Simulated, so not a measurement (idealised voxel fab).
Process module name: voxel gate over fins
Cross-section cut spans 225 nm and uses square cells 5 nm in size.
Bands, listed from the top down, are how a cross-section gets written in this document; the cross-section itself is a grid of square cells, and a band is one or more rows of them.
The entry gives the band's vertical extent as a top height and a bottom height in nm, then its horizontal make-up as materials from left to right, each with a width in nm. "air" stands for empty space; a single material marked "all across" fills the band edge to edge.
Heights are expressed relative to 0, this being the level below which the as-received wafer comprises one material exclusively. The lowest band is unbounded in the downward direction and is denoted as in "from 0 down".
Per-row width for "30->40": begins at first number (top row of band), ends at second number (bottom row), increment between rows held constant.
Given "identical to before" for a step, no cell of the cross-section differs between before and after that step.
The entry titled "Sealed-off cavities" provides the empty spaces that have no open way to the top, restricted to those of 8 cells or more. Each is presented as width x height at distance, the distance being measured from the left edge, with all three in nm.
Where a step's line continues beyond its settings, the continuation is a remark by the simulator itself on that step.
On any step carrying a mask, the "overlay nm" setting, if present on the step's line, tells how far right of its planned place the mask lay; negative values point to the left.
Guide to the pairs. Each holds a before and an after cross-section around one process step; the after cross-section is cut off at the lowest band that changed. Look under the pair for the step between them and its settings. Pairs can come from different runs of this module on the same starting wafer, so a pair follows on from the one above it only where its entry headed "Status before step" says it does.

Status before step:
    from 25 to 10 = air 50  aC 20  air 15  aC 20  air 15  aC 20  air 15  aC 20  air 50
    from 10 to 0 = SiN all across
    from 0 down = Si all across
    Sealed-off cavities: none

Step Outcome:
    from 25 to 10 = air 50  aC 20  air 15  aC 20  air 15  aC 20  air 15  aC 20  air 50
    from 10 to 0 = air 50  SiN 20  air 15  SiN 20  air 15  SiN 20  air 15  SiN 20  air 50
    Below 0, the layers are the same as they were.
    Sealed-off cavities: none
Operation between the pre and post cross-sections above: DIRECTIONAL_ETCH, etch materials SiN, depth nm 10

Status before step: cross-section not repeated; it is the one shown after the step in the pair just above.

Step Outcome:
    from 25 to 10 = air 50  aC 20  air 15  aC 20  air 15  aC 20  air 15  aC 20  air 50
    from 10 to 0 = air 50  SiN 20  air 15  SiN 20  air 15  SiN 20  air 15  SiN 20  air 50
    from 0 to -40 = air 50  Si 20  air 15  Si 20  air 15  Si 20  air 15  Si 20  air 50
    Below -40, the layers are the same as they were.
    Sealed-off cavities: none
Operation between the pre and post cross-sections above: DIRECTIONAL_ETCH, etch materials Si, depth nm 40

Status before step: cross-section not repeated; it is the one shown after the step in the pair just above.

Step Outcome:
    from 10 to 0 = air 50  SiN 20  air 15  SiN 20  air 15  SiN 20  air 15  SiN 20  air 50
    Below 0, the layers are the same as they were.
    Sealed-off cavities: none
Operation between the pre and post cross-sections above: STRIP, etch materials aC

Status before step: cross-section not repeated; it is the one shown after the step in the pair just above.

Step Outcome:
    from 10 to 0 = air 50  SiN 20  air 15  SiN 20  air 15  SiN 20  air 15  SiN 20  air 50
    from 0 to -40 = air 50  SiO2 5  Si 10  SiO2 5  air 15  SiO2 5  Si 10  SiO2 5  air 15  SiO2 5  Si 10  SiO2 5  air 15  SiO2 5  Si 10  SiO2 5  air 50
    from -40 to -45 = SiO2 55  Si 10  SiO2 25  Si 10  SiO2 25  Si 10  SiO2 25  Si 10  SiO2 55
    Below -45, the layers are the same as they were.
    Sealed-off cavities: none
Operation between the pre and post cross-sections above: OXIDIZE, depth nm 5

Status before step: cross-section not repeated; it is the one shown after the step in the pair just above.

Step Outcome:
    from 20 to 10 = SiO2 all across
    from 10 to 0 = SiO2 50  SiN 20  SiO2 15  SiN 20  SiO2 15  SiN 20  SiO2 15  SiN 20  SiO2 50
    from 0 to -45 = SiO2 55  Si 10  SiO2 25  Si 10  SiO2 25  Si 10  SiO2 25  Si 10  SiO2 55
    Below -45, the layers are the same as they were.
    Sealed-off cavities: none
Operation between the pre and post cross-sections above: FILL_DEP, material SiO2, thk nm 10

Status before step: cross-section not repeated; it is the one shown after the step in the pair just above.

Step Outcome:
    from 10 to 0 = SiO2 50  SiN 20  SiO2 15  SiN 20  SiO2 15  SiN 20  SiO2 15  SiN 20  SiO2 50
    Below 0, the layers are the same as they were.
    Sealed-off cavities: none
Operation between the pre and post cross-sections above: CMP, height nm 10

Status before step: cross-section not repeated; it is the one shown after the step in the pair just above.

Step Outcome:
    from 10 to 0 = air 50  SiN 20  air 15  SiN 20  air 15  SiN 20  air 15  SiN 20  air 50
    from 0 to -10 = air 55  Si 10  air 25  Si 10  air 25  Si 10  air 25  Si 10  air 55
    Below -10, the layers are the same as they were.
    Sealed-off cavities: none
Operation between the pre and post cross-sections above: SELECTIVE_ETCH, etch materials SiO2, depth nm 20

Status before step: cross-section not repeated; it is the one shown after the step in the pair just above.

Step Outcome:
    from 0 to -10 = air 55  Si 10  air 25  Si 10  air 25  Si 10  air 25  Si 10  air 55
    Below -10, the layers are the same as they were.
    Sealed-off cavities: none
Operation between the pre and post cross-sections above: STRIP, etch materials SiN

Status before step: cross-section not repeated; it is the one shown after the step in the pair just above.

Step Outcome:
    from 5 to 0 = air 50  HfO2 20  air 15  HfO2 20  air 15  HfO2 20  air 15  HfO2 20  air 50
    from 0 to -5 = air 50  HfO2 5  Si 10  HfO2 5  air 15  HfO2 5  Si 10  HfO2 5  air 15  HfO2 5  Si 10  HfO2 5  air 15  HfO2 5  Si 10  HfO2 5  air 50
    from -5 to -10 = HfO2 55  Si 10  HfO2 25  Si 10  HfO2 25  Si 10  HfO2 25  Si 10  HfO2 55
    Below -10, the layers are the same as they were.
    Sealed-off cavities: none
Operation between the pre and post cross-sections above: CONFORMAL_DEP, material HfO2, thk nm 5

Status before step: cross-section not repeated; it is the one shown after the step in the pair just above.

Step Outcome:
    from 10 to 5 = air 45  TiN 30  air 5  TiN 30  air 5  TiN 30  air 5  TiN 30  air 45
    from 5 to 0 = air 45  TiN 5  HfO2 20  TiN 5  air 5  TiN 5  HfO2 20  TiN 5  air 5  TiN 5  HfO2 20  TiN 5  air 5  TiN 5  HfO2 20  TiN 5  air 45
    from 0 to -5 = TiN 50  HfO2 5  Si 10  HfO2 5  TiN 15  HfO2 5  Si 10  HfO2 5  TiN 15  HfO2 5  Si 10  HfO2 5  TiN 15  HfO2 5  Si 10  HfO2 5  TiN 50
    Below -5, the layers are the same as they were.
    Sealed-off cavities: none
Operation between the pre and post cross-sections above: CONFORMAL_DEP, material TiN, thk nm 5

Status before step: cross-section not repeated; it is the one shown after the step in the pair just above.

Step Outcome:
    from 15 to 10 = air 40  TiAl 145  air 40
    from 10 to 5 = air 40  TiAl 5  TiN 30  TiAl 5  TiN 30  TiAl 5  TiN 30  TiAl 5  TiN 30  TiAl 5  air 40
    from 5 to 0 = TiAl 45  TiN 5  HfO2 20  TiN 5  TiAl 5  TiN 5  HfO2 20  TiN 5  TiAl 5  TiN 5  HfO2 20  TiN 5  TiAl 5  TiN 5  HfO2 20  TiN 5  TiAl 45
    Below 0, the layers are the same as they were.
    Sealed-off cavities: none
Operation between the pre and post cross-sections above: CONFORMAL_DEP, material TiAl, thk nm 5

Status before step: cross-section not repeated; it is the one shown after the step in the pair just above.

Step Outcome:
    from 20 to 15 = air 35  TiN 155  air 35
    from 15 to 10 = air 35  TiN 5  TiAl 145  TiN 5  air 35
    from 10 to 5 = TiN 40  TiAl 5  TiN 30  TiAl 5  TiN 30  TiAl 5  TiN 30  TiAl 5  TiN 30  TiAl 5  TiN 40
    Below 5, the layers are the same as they were.
    Sealed-off cavities: none
Operation between the pre and post cross-sections above: CONFORMAL_DEP, material TiN, thk nm 5

Status before step: cross-section not repeated; it is the one shown after the step in the pair just above.

Step Outcome:
    from 30 to 20 = W all across
    from 20 to 15 = W 35  TiN 155  W 35
    from 15 to 10 = W 35  TiN 5  TiAl 145  TiN 5  W 35
    Below 10, the layers are the same as they were.
    Sealed-off cavities: none
Operation between the pre and post cross-sections above: FILL_DEP, material W, thk nm 10

Status before step: cross-section not repeated; it is the one shown after the step in the pair just above.

Step Outcome:
    from 25 to 20 = W all across
    Below 20, the layers are the same as they were.
    Sealed-off cavities: none
Operation between the pre and post cross-sections above: CMP, height nm 25

Status before step: cross-section not repeated; it is the one shown after the step in the pair just above.

Step Outcome:
    from 35 to 25 = SiN all across
    Below 25, the layers are the same as they were.
    Sealed-off cavities: none
Operation between the pre and post cross-sections above: CONFORMAL_DEP, material SiN, thk nm 10

Status before step:
    from 25 to 10 = aC all across
    from 10 to 0 = SiN all across
    from 0 down = Si all across
    Sealed-off cavities: none

Step Outcome:
    from 55 to 25 = air 60  resist 15  air 20  resist 15  air 20  resist 15  air 20  resist 15  air 45
    Below 25, the layers are the same as they were.
    Sealed-off cavities: none
Operation between the pre and post cross-sections above: PATTERN, tone cover, mask id FINS, material resist, width nm 15, pitch nm 35, thk nm 30, overlay nm 10

Status before step: cross-section not repeated; it is the one shown after the step in the pair just above.

Step Outcome:
    from 40 to 25 = air 60  resist 15  air 20  resist 15  air 20  resist 15  air 20  resist 15  air 45
    from 25 to 10 = air 60  aC 15  air 20  aC 15  air 20  aC 15  air 20  aC 15  air 45
    Below 10, the layers are the same as they were.
    Sealed-off cavities: none
Operation between the pre and post cross-sections above: DIRECTIONAL_ETCH, etch materials aC, depth nm 15

Status before step: cross-section not repeated; it is the one shown after the step in the pair just above.

Step Outcome:
    from 25 to 10 = air 60  aC 15  air 20  aC 15  air 20  aC 15  air 20  aC 15  air 45
    Below 10, the layers are the same as they were.
    Sealed-off cavities: none
Operation between the pre and post cross-sections above: STRIP, etch materials resist

Status before step: cross-section not repeated; it is the one shown after the step in the pair just above.

Step Outcome:
    from 25 to 10 = air 60  aC 15  air 20  aC 15  air 20  aC 15  air 20  aC 15  air 45
    from 10 to 0 = air 60  SiN 15  air 20  SiN 15  air 20  SiN 15  air 20  SiN 15  air 45
    Below 0, the layers are the same as they were.
    Sealed-off cavities: none
Operation between the pre and post cross-sections above: DIRECTIONAL_ETCH, etch materials SiN, depth nm 10

Status before step: cross-section not repeated; it is the one shown after the step in the pair just above.

Step Outcome:
    from 25 to 10 = air 60  aC 15  air 20  aC 15  air 20  aC 15  air 20  aC 15  air 45
    from 10 to 0 = air 60  SiN 15  air 20  SiN 15  air 20  SiN 15  air 20  SiN 15  air 45
    from 0 to -40 = air 60  Si 15  air 20  Si 15  air 20  Si 15  air 20  Si 15  air 45
    Below -40, the layers are the same as they were.
    Sealed-off cavities: none
Operation between the pre and post cross-sections above: DIRECTIONAL_ETCH, etch materials Si, depth nm 40

Status before step: cross-section not repeated; it is the one shown after the step in the pair just above.

Step Outcome:
    from 10 to 0 = air 60  SiN 15  air 20  SiN 15  air 20  SiN 15  air 20  SiN 15  air 45
    Below 0, the layers are the same as they were.
    Sealed-off cavities: none
Operation between the pre and post cross-sections above: STRIP, etch materials aC

Status before step: cross-section not repeated; it is the one shown after the step in the pair just above.

Step Outcome:
    from 10 to 0 = air 60  SiN 15  air 20  SiN 15  air 20  SiN 15  air 20  SiN 15  air 45
    from 0 to -40 = air 60  SiO2 5  Si 5  SiO2 5  air 20  SiO2 5  Si 5  SiO2 5  air 20  SiO2 5  Si 5  SiO2 5  air 20  SiO2 5  Si 5  SiO2 5  air 45
    from -40 to -45 = SiO2 65  Si 5  SiO2 30  Si 5  SiO2 30  Si 5  SiO2 30  Si 5  SiO2 50
    Below -45, the layers are the same as they were.
    Sealed-off cavities: none
Operation between the pre and post cross-sections above: OXIDIZE, depth nm 5

Status before step: cross-section not repeated; it is the one shown after the step in the pair just above.

Step Outcome:
    from 20 to 10 = SiO2 all across
    from 10 to 0 = SiO2 60  SiN 15  SiO2 20  SiN 15  SiO2 20  SiN 15  SiO2 20  SiN 15  SiO2 45
    from 0 to -45 = SiO2 65  Si 5  SiO2 30  Si 5  SiO2 30  Si 5  SiO2 30  Si 5  SiO2 50
    Below -45, the layers are the same as they were.
    Sealed-off cavities: none
Operation between the pre and post cross-sections above: FILL_DEP, material SiO2, thk nm 10

Status before step: cross-section not repeated; it is the one shown after the step in the pair just above.

Step Outcome:
    from 10 to 0 = SiO2 60  SiN 15  SiO2 20  SiN 15  SiO2 20  SiN 15  SiO2 20  SiN 15  SiO2 45
    Below 0, the layers are the same as they were.
    Sealed-off cavities: none
Operation between the pre and post cross-sections above: CMP, height nm 10

Status before step: cross-section not repeated; it is the one shown after the step in the pair just above.

Step Outcome:
    from 10 to 0 = air 60  SiN 15  air 20  SiN 15  air 20  SiN 15  air 20  SiN 15  air 45
    from 0 to -10 = air 65  Si 5  air 30  Si 5  air 30  Si 5  air 30  Si 5  air 50
    Below -10, the layers are the same as they were.
    Sealed-off cavities: none
Operation between the pre and post cross-sections above: SELECTIVE_ETCH, etch materials SiO2, depth nm 20

Status before step: cross-section not repeated; it is the one shown after the step in the pair just above.

Step Outcome:
    from 0 to -10 = air 65  Si 5  air 30  Si 5  air 30  Si 5  air 30  Si 5  air 50
    Below -10, the layers are the same as they were.
    Sealed-off cavities: none
Operation between the pre and post cross-sections above: STRIP, etch materials SiN

Status before step: cross-section not repeated; it is the one shown after the step in the pair just above.

Step Outcome:
    from 5 to 0 = air 60  HfO2 15  air 20  HfO2 15  air 20  HfO2 15  air 20  HfO2 15  air 45
    from 0 to -5 = air 60  HfO2 5  Si 5  HfO2 5  air 20  HfO2 5  Si 5  HfO2 5  air 20  HfO2 5  Si 5  HfO2 5  air 20  HfO2 5  Si 5  HfO2 5  air 45
    from -5 to -10 = HfO2 65  Si 5  HfO2 30  Si 5  HfO2 30  Si 5  HfO2 30  Si 5  HfO2 50
    Below -10, the layers are the same as they were.
    Sealed-off cavities: none
Operation between the pre and post cross-sections above: CONFORMAL_DEP, material HfO2, thk nm 5

Status before step: cross-section not repeated; it is the one shown after the step in the pair just above.

Step Outcome:
    from 10 to 5 = air 55  TiN 25  air 10  TiN 25  air 10  TiN 25  air 10  TiN 25  air 40
    from 5 to 0 = air 55  TiN 5  HfO2 15  TiN 5  air 10  TiN 5  HfO2 15  TiN 5  air 10  TiN 5  HfO2 15  TiN 5  air 10  TiN 5  HfO2 15  TiN 5  air 40
    from 0 to -5 = TiN 60  HfO2 5  Si 5  HfO2 5  TiN 20  HfO2 5  Si 5  HfO2 5  TiN 20  HfO2 5  Si 5  HfO2 5  TiN 20  HfO2 5  Si 5  HfO2 5  TiN 45
    Below -5, the layers are the same as they were.
    Sealed-off cavities: none
Operation between the pre and post cross-sections above: CONFORMAL_DEP, material TiN, thk nm 5

Status before step: cross-section not repeated; it is the one shown after the step in the pair just above.

Step Outcome:
    from 15 to 10 = air 50  TiAl 140  air 35
    from 10 to 5 = air 50  TiAl 5  TiN 25  TiAl 10  TiN 25  TiAl 10  TiN 25  TiAl 10  TiN 25  TiAl 5  air 35
    from 5 to 0 = TiAl 55  TiN 5  HfO2 15  TiN 5  TiAl 10  TiN 5  HfO2 15  TiN 5  TiAl 10  TiN 5  HfO2 15  TiN 5  TiAl 10  TiN 5  HfO2 15  TiN 5  TiAl 40
    Below 0, the layers are the same as they were.
    Sealed-off cavities: none
Operation between the pre and post cross-sections above: CONFORMAL_DEP, material TiAl, thk nm 5

Status before step: cross-section not repeated; it is the one shown after the step in the pair just above.

Step Outcome:
    from 20 to 15 = air 45  TiN 150  air 30
    from 15 to 10 = air 45  TiN 5  TiAl 140  TiN 5  air 30
    from 10 to 5 = TiN 50  TiAl 5  TiN 25  TiAl 10  TiN 25  TiAl 10  TiN 25  TiAl 10  TiN 25  TiAl 5  TiN 35
    Below 5, the layers are the same as they were.
    Sealed-off cavities: none
Operation between the pre and post cross-sections above: CONFORMAL_DEP, material TiN, thk nm 5

Status before step: cross-section not repeated; it is the one shown after the step in the pair just above.

Step Outcome:
    from 30 to 20 = W all across
    from 20 to 15 = W 45  TiN 150  W 30
    from 15 to 10 = W 45  TiN 5  TiAl 140  TiN 5  W 30
    Below 10, the layers are the same as they were.
    Sealed-off cavities: none
Operation between the pre and post cross-sections above: FILL_DEP, material W, thk nm 10

Status before step: cross-section not repeated; it is the one shown after the step in the pair just above.

Step Outcome:
    from 25 to 20 = W all across
    Below 20, the layers are the same as they were.
    Sealed-off cavities: none
Operation between the pre and post cross-sections above: CMP, height nm 25

Status before step: cross-section not repeated; it is the one shown after the step in the pair just above.

Step Outcome:
    from 35 to 25 = SiN all across
    Below 25, the layers are the same as they were.
    Sealed-off cavities: none
Operation between the pre and post cross-sections above: CONFORMAL_DEP, material SiN, thk nm 10

Status before step:
    from 15 to 10 = air 40  TiAl 140  air 45
    from 10 to 5 = air 40  TiAl 5  TiN 25  TiAl 10  TiN 25  TiAl 10  TiN 25  TiAl 10  TiN 25  TiAl 5  air 45
    from 5 to 0 = TiAl 45  TiN 5  HfO2 15  TiN 5  TiAl 10  TiN 5  HfO2 15  TiN 5  TiAl 10  TiN 5  HfO2 15  TiN 5  TiAl 10  TiN 5  HfO2 15  TiN 5  TiAl 50
    from 0 to -5 = TiN 50  HfO2 5  Si 5  HfO2 5  TiN 20  HfO2 5  Si 5  HfO2 5  TiN 20  HfO2 5  Si 5  HfO2 5  TiN 20  HfO2 5  Si 5  HfO2 5  TiN 55
    from -5 to -10 = HfO2 55  Si 5  HfO2 30  Si 5  HfO2 30  Si 5  HfO2 30  Si 5  HfO2 60
    from -10 to -45 = SiO2 55  Si 5  SiO2 30  Si 5  SiO2 30  Si 5  SiO2 30  Si 5  SiO2 60
    from -45 down = Si all across
    Sealed-off cavities: none

Step Outcome:
    from 20 to 15 = air 35  SiN 150  air 40
    from 15 to 10 = air 35  SiN 5  TiAl 140  SiN 5  air 40
    from 10 to 5 = SiN 40  TiAl 5  TiN 25  TiAl 10  TiN 25  TiAl 10  TiN 25  TiAl 10  TiN 25  TiAl 5  SiN 45
    Below 5, the layers are the same as they were.
    Sealed-off cavities: none
Operation between the pre and post cross-sections above: CONFORMAL_DEP, material SiN, thk nm 5

Status before step: cross-section not repeated; it is the one shown after the step in the pair just above.

Step Outcome:
    from 30 to 20 = W all across
    from 20 to 15 = W 35  SiN 150  W 40
    from 15 to 10 = W 35  SiN 5  TiAl 140  SiN 5  W 40
    Below 10, the layers are the same as they were.
    Sealed-off cavities: none
Operation between the pre and post cross-sections above: FILL_DEP, material W, thk nm 10

Status before step: cross-section not repeated; it is the one shown after the step in the pair just above.

Step Outcome:
    from 25 to 20 = W all across
    Below 20, the layers are the same as they were.
    Sealed-off cavities: none
Operation between the pre and post cross-sections above: CMP, height nm 25

Status before step: cross-section not repeated; it is the one shown after the step in the pair just above.

Step Outcome:
    from 35 to 25 = SiN all across
    Below 25, the layers are the same as they were.
    Sealed-off cavities: none
Operation between the pre and post cross-sections above: CONFORMAL_DEP, material SiN, thk nm 10

Status before step:
    from 25 to 10 = aC all across
    from 10 to 0 = SiN all across
    from 0 down = Si all across
    Sealed-off cavities: none

Step Outcome:
    from 55 to 25 = resist 50  air 15  resist 20  air 15  resist 20  air 15  resist 20  air 15  resist 55
    Below 25, the layers are the same as they were.
    Sealed-off cavities: none
Operation between the pre and post cross-sections above: PATTERN, tone open, mask id FINS, material resist, width nm 15, pitch nm 35, thk nm 30, overlay nm 0

Status before step: cross-section not repeated; it is the one shown after the step in the pair just above.

Step Outcome:
    from 40 to 25 = resist 50  air 15  resist 20  air 15  resist 20  air 15  resist 20  air 15  resist 55
    from 25 to 10 = aC 50  air 15  aC 20  air 15  aC 20  air 15  aC 20  air 15  aC 55
    Below 10, the layers are the same as they were.
    Sealed-off cavities: none
Operation between the pre and post cross-sections above: DIRECTIONAL_ETCH, etch materials aC, depth nm 15

Status before step: cross-section not repeated; it is the one shown after the step in the pair just above.

Step Outcome:
    from 25 to 10 = aC 50  air 15  aC 20  air 15  aC 20  air 15  aC 20  air 15  aC 55
    Below 10, the layers are the same as they were.
    Sealed-off cavities: none
Operation between the pre and post cross-sections above: STRIP, etch materials resist

Status before step: cross-section not repeated; it is the one shown after the step in the pair just above.

Step Outcome:
    from 25 to 10 = aC 50  air 15  aC 20  air 15  aC 20  air 15  aC 20  air 15  aC 55
    from 10 to 0 = SiN 50  air 15  SiN 20  air 15  SiN 20  air 15  SiN 20  air 15  SiN 55
    Below 0, the layers are the same as they were.
    Sealed-off cavities: none
Operation between the pre and post cross-sections above: DIRECTIONAL_ETCH, etch materials SiN, depth nm 10

Status before step: cross-section not repeated; it is the one shown after the step in the pair just above.

Step Outcome:
    from 25 to 10 = aC 50  air 15  aC 20  air 15  aC 20  air 15  aC 20  air 15  aC 55
    from 10 to 0 = SiN 50  air 15  SiN 20  air 15  SiN 20  air 15  SiN 20  air 15  SiN 55
    from 0 to -40 = Si 50  air 15  Si 20  air 15  Si 20  air 15  Si 20  air 15  Si 55
    Below -40, the layers are the same as they were.
    Sealed-off cavities: none
Operation between the pre and post cross-sections above: DIRECTIONAL_ETCH, etch materials Si, depth nm 40

Status before step: cross-section not repeated; it is the one shown after the step in the pair just above.

Step Outcome:
    from 10 to 0 = SiN 50  air 15  SiN 20  air 15  SiN 20  air 15  SiN 20  air 15  SiN 55
    Below 0, the layers are the same as they were.
    Sealed-off cavities: none
Operation between the pre and post cross-sections above: STRIP, etch materials aC

Status before step: cross-section not repeated; it is the one shown after the step in the pair just above.

Step Outcome:
    from 10 to 0 = SiN 50  air 15  SiN 20  air 15  SiN 20  air 15  SiN 20  air 15  SiN 55
    from 0 to -40 = Si 45  SiO2 5  air 15  SiO2 5  Si 10  SiO2 5  air 15  SiO2 5  Si 10  SiO2 5  air 15  SiO2 5  Si 10  SiO2 5  air 15  SiO2 5  Si 50
    from -40 to -45 = Si 45  SiO2 25  Si 10  SiO2 25  Si 10  SiO2 25  Si 10  SiO2 25  Si 50
    Below -45, the layers are the same as they were.
    Sealed-off cavities: none
Operation between the pre and post cross-sections above: OXIDIZE, depth nm 5

Status before step: cross-section not repeated; it is the one shown after the step in the pair just above.

Step Outcome:
    from 20 to 10 = SiO2 all across
    from 10 to 0 = SiN 50  SiO2 15  SiN 20  SiO2 15  SiN 20  SiO2 15  SiN 20  SiO2 15  SiN 55
    from 0 to -45 = Si 45  SiO2 25  Si 10  SiO2 25  Si 10  SiO2 25  Si 10  SiO2 25  Si 50
    Below -45, the layers are the same as they were.
    Sealed-off cavities: none
Operation between the pre and post cross-sections above: FILL_DEP, material SiO2, thk nm 10

Status before step: cross-section not repeated; it is the one shown after the step in the pair just above.

Step Outcome:
    from 10 to 0 = SiN 50  SiO2 15  SiN 20  SiO2 15  SiN 20  SiO2 15  SiN 20  SiO2 15  SiN 55
    Below 0, the layers are the same as they were.
    Sealed-off cavities: none
Operation between the pre and post cross-sections above: CMP, height nm 10

Status before step: cross-section not repeated; it is the one shown after the step in the pair just above.

Step Outcome:
    from 10 to 0 = SiN 50  air 15  SiN 20  air 15  SiN 20  air 15  SiN 20  air 15  SiN 55
    from 0 to -10 = Si 45  air 25  Si 10  air 25  Si 10  air 25  Si 10  air 25  Si 50
    Below -10, the layers are the same as they were.
    Sealed-off cavities: none
Operation between the pre and post cross-sections above: SELECTIVE_ETCH, etch materials SiO2, depth nm 20

Status before step: cross-section not repeated; it is the one shown after the step in the pair just above.

Step Outcome:
    from 0 to -10 = Si 45  air 25  Si 10  air 25  Si 10  air 25  Si 10  air 25  Si 50
    Below -10, the layers are the same as they were.
    Sealed-off cavities: none
Operation between the pre and post cross-sections above: STRIP, etch materials SiN

Status before step: cross-section not repeated; it is the one shown after the step in the pair just above.

Step Outcome:
    from 5 to 0 = HfO2 50  air 15  HfO2 20  air 15  HfO2 20  air 15  HfO2 20  air 15  HfO2 55
    from 0 to -5 = Si 45  HfO2 5  air 15  HfO2 5  Si 10  HfO2 5  air 15  HfO2 5  Si 10  HfO2 5  air 15  HfO2 5  Si 10  HfO2 5  air 15  HfO2 5  Si 50
    from -5 to -10 = Si 45  HfO2 25  Si 10  HfO2 25  Si 10  HfO2 25  Si 10  HfO2 25  Si 50
    Below -10, the layers are the same as they were.
    Sealed-off cavities: none
Operation between the pre and post cross-sections above: CONFORMAL_DEP, material HfO2, thk nm 5

Status before step: cross-section not repeated; it is the one shown after the step in the pair just above.

Step Outcome:
    from 10 to 5 = TiN 55  air 5  TiN 30  air 5  TiN 30  air 5  TiN 30  air 5  TiN 60
    from 5 to 0 = HfO2 50  TiN 5  air 5  TiN 5  HfO2 20  TiN 5  air 5  TiN 5  HfO2 20  TiN 5  air 5  TiN 5  HfO2 20  TiN 5  air 5  TiN 5  HfO2 55
    from 0 to -5 = Si 45  HfO2 5  TiN 15  HfO2 5  Si 10  HfO2 5  TiN 15  HfO2 5  Si 10  HfO2 5  TiN 15  HfO2 5  Si 10  HfO2 5  TiN 15  HfO2 5  Si 50
    Below -5, the layers are the same as they were.
    Sealed-off cavities: none
Operation between the pre and post cross-sections above: CONFORMAL_DEP, material TiN, thk nm 5

Status before step: cross-section not repeated; it is the one shown after the step in the pair just above.

Step Outcome:
    from 15 to 10 = TiAl all across
    from 10 to 5 = TiN 55  TiAl 5  TiN 30  TiAl 5  TiN 30  TiAl 5  TiN 30  TiAl 5  TiN 60
    from 5 to 0 = HfO2 50  TiN 5  TiAl 5  TiN 5  HfO2 20  TiN 5  TiAl 5  TiN 5  HfO2 20  TiN 5  TiAl 5  TiN 5  HfO2 20  TiN 5  TiAl 5  TiN 5  HfO2 55
    Below 0, the layers are the same as they were.
    Sealed-off cavities: none
Operation between the pre and post cross-sections above: CONFORMAL_DEP, material TiAl, thk nm 5

Status before step: cross-section not repeated; it is the one shown after the step in the pair just above.

Step Outcome:
    from 20 to 15 = TiN all across
    Below 15, the layers are the same as they were.
    Sealed-off cavities: none
Operation between the pre and post cross-sections above: CONFORMAL_DEP, material TiN, thk nm 5

Status before step: cross-section not repeated; it is the one shown after the step in the pair just above.

Step Outcome:
    from 30 to 20 = W all across
    Below 20, the layers are the same as they were.
    Sealed-off cavities: none
Operation between the pre and post cross-sections above: FILL_DEP, material W, thk nm 10

Status before step: cross-section not repeated; it is the one shown after the step in the pair just above.

Step Outcome:
    from 25 to 20 = W all across
    Below 20, the layers are the same as they were.
    Sealed-off cavities: none
Operation between the pre and post cross-sections above: CMP, height nm 25

Status before step: cross-section not repeated; it is the one shown after the step in the pair just above.

Step Outcome:
    from 35 to 25 = SiN all across
    Below 25, the layers are the same as they were.
    Sealed-off cavities: none
Operation between the pre and post cross-sections above: CONFORMAL_DEP, material SiN, thk nm 10
